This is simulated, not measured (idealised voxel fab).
Presented below is a process module, voxel air gaps.
cross-section cut | 210 nm wide | cells 5 nm
Notation: cross-section as square-cell grid; stated in bands, top first, going down; one or more cell rows per band. Heads up on the band format: heights come first, top then bottom, in nm. After that it's the materials left to right, each with its width in nm. A single material flagged "everywhere" fills the whole band edge to edge, and "blank" means there's empty space there. All heights in this document are referenced to 0, defined as the level beneath which the wafer, as received, consists entirely of one material. The lowest band is not bounded below; it extends indefinitely downward and is written in the form "0 down". Think of "30 to 40" as a width that walks from the first number to the second as you go down the band, top row to bottom row, taking equal-sized steps from row to row. You'll sometimes find "nothing changed" written for a step, and that's the way of saying that nowhere in the cross-section did a cell change during that step. Basically, "Sealed voids" tells you about the enclosed voids: empty spaces with no open way to the top, 8 cells or bigger, each written width x height at distance, where distance is from the left edge, all in nm. Past the settings on a step's line: simulator remark, on that step. The optional step-line setting "overlay nm" applies to steps with a mask and quantifies how far to the right of its planned location the mask lay, a negative value indicating leftward placement.
## Steps planned for the process
| 1 | RECEIVE | material Si |
| 2 | CONFORMAL_DEP | material SiO2 | thk nm 15 |
| 3 | CONFORMAL_DEP | material SiCN | thk nm 5 |
| 4 | DIRECTIONAL_DEP | material SiO2 | thk nm 40 |
| 5 | DIRECTIONAL_DEP | material aC | thk nm 15 |
| 6 | PATTERN | tone open | mask id LINES | material resist | width nm 20 | pitch nm 50 | thk nm 35 | overlay nm 0 |
| 7 | DIRECTIONAL_ETCH | etch materials aC | depth nm 15 |
| 8 | STRIP | etch materials resist |
| 9 | DIRECTIONAL_ETCH | etch materials SiO2 | depth nm 40 |
| 10 | STRIP | etch materials aC |
| 11 | CONFORMAL_DEP | material TiN | thk nm 5 |
| 12 | FILL_DEP | material Ru | thk nm 10 |
| 13 | CMP | height nm 60 |
| 14 | EPI | material Ru | thk nm 10 |
| 15 | SELECTIVE_ETCH | etch materials SiO2 | depth nm 50 |
| 16 | CONFORMAL_DEP | material SiCN | thk nm 5 |
## Cross-section of the wafer upon arrival, representing the state reached after step 1
    0 down  Si everywhere
    Sealed voids: none
## First of two wafers at the end of the module, shown in cross-section; run carried out as planned
    75 to 70  5 blank | 200 SiCN | 5 blank
    70 to 60  5 blank | 5 SiCN | 40 Ru | 10 SiCN | 40 Ru | 10 SiCN | 40 Ru | 10 SiCN | 40 Ru | 5 SiCN | 5 blank
    60 to 55  5 blank | 15 SiCN | 5 TiN | 10 Ru | 5 TiN | 30 SiCN | 5 TiN | 10 Ru | 5 TiN | 30 SiCN | 5 TiN | 10 Ru | 5 TiN | 30 SiCN | 5 TiN | 10 Ru | 5 TiN | 15 SiCN | 5 blank
    55 to 25  15 blank | 5 SiCN | 5 TiN | 10 Ru | 5 TiN | 5 SiCN | 20 blank | 5 SiCN | 5 TiN | 10 Ru | 5 TiN | 5 SiCN | 20 blank | 5 SiCN | 5 TiN | 10 Ru | 5 TiN | 5 SiCN | 20 blank | 5 SiCN | 5 TiN | 10 Ru | 5 TiN | 5 SiCN | 15 blank
    25 to 20  20 SiCN | 20 TiN | 30 SiCN | 20 TiN | 30 SiCN | 20 TiN | 30 SiCN | 20 TiN | 20 SiCN
    20 to 15  SiCN everywhere
    15 to 0  SiO2 everywhere
    0 down  Si everywhere
    Sealed voids: 20 x 30 at 45; 20 x 30 at 95; 20 x 30 at 145
## This is the second of the two wafers, cross-sectioned at the end of the module; it started exactly like the first and was given the same plan, but it was run with one mistake
    65 to 55  SiCN everywhere
    55 to 0  SiO2 everywhere
    0 down  Si everywhere
    Sealed voids: none
Short version of what went wrong: so 3 and 4 got swapped relative to the plan, each ran where the other was supposed to
Heads up, by the end the second wafer has more or fewer cells of some materials compared to the first: Ru -120, SiCN -112, SiO2 +336, TiN -72
Final closed voids: first wafer 3, second wafer 0.
